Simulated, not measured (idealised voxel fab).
This is a process module. Its name is voxel double patterning.
Cross-section cut spans 190 nm and uses square cells 5 nm in size.
For the purposes of this document, a cross-section shall be understood as a grid of square cells, specified as bands listed in top-to-bottom order, each band consisting of one or more rows of cells.
This entry defines a band. It first specifies the height of the band's top and the height of its bottom in nm, and then specifies the band's materials from left to right, stating each material with its width in nm. The word "full width" identifies a single material that fills the band from edge to edge, while the word "air" identifies empty space.
Height 0 is the level under which the wafer as received is all one material. The lowest band goes on downwards, as in "0 -> down".
Graded width ("30 to 40"): value in top row of band = first number; value in bottom row = second number; row-to-row change constant.
"no change", as given for a step, is the statement that not any cell of the cross-section underwent a change during that step.
Heads up: "Closed void listing" only lists the empty pockets with no open path to the top that are 8 cells or more, and it writes them as width x height at distance, distance from the left edge, in nm.
The remark found on a step's line after its settings is issued by the simulator itself and pertains to that step.
A step's line can hold "overlay nm"; with a mask on that step, the setting says how far right of the planned place the mask lay, while a negative setting says it lay to the left.

[Process steps foreseen in the plan]
| 1 | op RECEIVE | material Si |
| 2 | op CONFORMAL_DEP | material SiO2 | thk nm 10 |
| 3 | op DIRECTIONAL_DEP | material polySi | thk nm 10 |
| 4 | op DIRECTIONAL_DEP | material SiCN | thk nm 10 |
| 5 | op PATTERN | tone open | mask id FIRST | material resist | width nm 15 | pitch nm 50 | thk nm 20 | overlay nm -15 |
| 6 | op DIRECTIONAL_ETCH | etch materials SiCN | depth nm 10 |
| 7 | op STRIP | etch materials resist |
| 8 | op MASKED_ETCH | tone open | mask id SECOND | width nm 15 | etch materials SiCN | depth nm 10 | overlay nm 0 |
| 9 | op DIRECTIONAL_ETCH | etch materials polySi | depth nm 10 |
| 10 | op STRIP | etch materials SiCN |
Among the wafers covered here, the point of difference is the overlay nm at step 5; their starting state is shared, and the plan presents the value of the first wafer.

[As-received state after step 1, first of several wafers, cross-section]
> 0 -> down = Si full width
> Closed void listing: none

[First of several wafers, sectioned at end of module (last step: step 10)]
> 20 -> 10 = 45 nm polySi, 15 nm air, 25 nm polySi, 25 nm air, 80 nm polySi
> 10 -> 0 = SiO2 full width
> 0 -> down = Si full width
> Closed void listing: none

[Of the several wafers, the last: cross-section at the end of the module]
> 20 -> 10 = 75 nm polySi, 25 nm air, 25 nm polySi, 15 nm air, 50 nm polySi
> 10 -> 0 = SiO2 full width
> 0 -> down = Si full width
> Closed void listing: none

[Each row below is a wafer at the end of the module, listing for every material the number of cells it has gained (+) or lost (-) since it was received, followed by its closed voids]
overlay nm -15 | +76 SiO2 | +60 polySi | Closed void listing: none
overlay nm -10 | +76 SiO2 | +58 polySi | Closed void listing: none
overlay nm -5 | +76 SiO2 | +58 polySi | Closed void listing: none
overlay nm 0 | +76 SiO2 | +58 polySi | Closed void listing: none
overlay nm 5 | +76 SiO2 | +58 polySi | Closed void listing: none
overlay nm 10 | +76 SiO2 | +58 polySi | Closed void listing: none
overlay nm 15 | +76 SiO2 | +60 polySi | Closed void listing: none
